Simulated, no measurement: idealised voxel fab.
Process module in this document: voxel released beams
This is section cut - it's 160 nm across, gridded in 5 nm square cells.
Cross-section format: a grid of square cells, given as bands from top to bottom; each band is one or more rows of cells. It is stipulated that each band's entry specify, in nanometres, the height of the top of the band and then that of its bottom, followed by the materials of the band in left-to-right sequence, each together with its width in nanometres. A single material marked by the word "full width" is understood to fill the band from edge to edge; the word "empty" is understood to denote empty space. Heights are measured from 0, the level below which the as-received wafer is all one material; the lowest band has no bottom and continues downward, written as in "top 0, no bottom". It should be noted that a width expressed as "30..40" varies in equal increments from row to row of cells within the band, taking the value of the first number at the top row and that of the second number at the bottom row. The cross-section has no changed cell in any step marked "no alterations made". "Closed voids list" enumerates empty spaces isolated from the top, with no open way to it, that contain at least 8 cells, giving each as width x height at distance from the left edge, all three in nm. That trailing text on a step's line, after the settings, is the simulator's own remark on the step. If you see "overlay nm" on a step's line and that step has a mask, it's telling you how far right of where it was planned the mask ended up; a negative number means it went left instead.
**Process steps - plan**
1) RECEIVE | material Si
2) CONFORMAL_DEP | material SiN | thk nm 10
3) DIRECTIONAL_DEP | material SiO2 | thk nm 15
4) PATTERN | tone open | mask id ANCHOR | material resist | width nm 40 | thk nm 20 | overlay nm 0
5) DIRECTIONAL_ETCH | etch materials SiO2 | depth nm 15
6) STRIP | etch materials resist
7) CONFORMAL_DEP | material TiN | thk nm 15
8) PATTERN | tone cover | mask id BEAM | material resist | width nm 80 | thk nm 15 | overlay nm 0
9) DIRECTIONAL_ETCH | etch materials TiN | depth nm 15
10) STRIP | etch materials resist
11) STRIP | etch materials SiO2
The plan's step 8 width nm is the first wafer's value; the wafers differ in this setting and start identical.
**After step 1, as received: first of several wafers, cross-section**
    top 0, no bottom  Si full width
    Closed voids list: none
**Below is a per-wafer table. In it, each row describes the wafer at the end of the module by giving, for each material, the number of cells gained (+) or lost (-) since the wafer was received, and after that the closed voids of the wafer**
width nm 80; +64 SiN; +66 TiN; Closed voids list: none
width nm 85; +64 SiN; +69 TiN; Closed voids list: none
width nm 90; +64 SiN; +72 TiN; Closed voids list: none
width nm 95; +64 SiN; +75 TiN; Closed voids list: none
width nm 100; +64 SiN; +78 TiN; Closed voids list: none
width nm 105; +64 SiN; +81 TiN; Closed voids list: none
